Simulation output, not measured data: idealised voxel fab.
process module | voxel fin reveal
cross-section cut | 300 nm wide | cells 5 nm
A cross-section is a grid of square cells, given in bands from the top down. A band is one or more rows of cells.
Each band's line starts with the height of the band's top and of its bottom, in nm. Then come its materials from left to right, each with its width in nm. One material with "throughout" fills the band from edge to edge. "air" is empty space.
Height 0 is the level under which the wafer as received is all one material. The lowest band goes on downwards, as in "0 down".
A width such as "30 to 40" changes by the same amount from each row of cells to the next, from the band's top row to its bottom row.
"no change" after a step means that no cell of the cross-section changed.
closed voids: empty space of 8 cells or more with no open way to the top, each as width x height at its distance from the left edge, in nm
after a step's settings: what the simulator itself notes on the step
overlay nm, on a step with a mask: how far to the right of its planned place the mask lay; to the left if negative
plan
1 op RECEIVE | material Si
2 op CONFORMAL_DEP | material SiN | thk nm 10
3 op PATTERN | tone cover | mask id FINS | material resist | width nm 15 | pitch nm 35 | thk nm 20 | overlay nm 0
4 op DIRECTIONAL_ETCH | etch materials SiN | depth nm 10
5 op DIRECTIONAL_ETCH | etch materials Si | depth nm 35
6 op STRIP | etch materials resist
7 op OXIDIZE | depth nm 5
8 op FILL_DEP | material SiO2 | thk nm 15
9 op CMP | height nm 10
10 op SELECTIVE_ETCH | etch materials SiO2 | depth nm 25
11 op STRIP | etch materials SiN
as received, after step 1
  0 down: Si throughout
  closed voids: none
a wafer at the end: this start, this plan, one mistake
  10 to 0: air 125 | SiN 15 | air 20 | SiN 15 | air 125
  0 to -40: air 130 | Si 5 | air 30 | Si 5 | air 130
  -40 down: Si throughout
  closed voids: none
what went wrong: step 11 ran as: op STRIP | etch materials SiO2
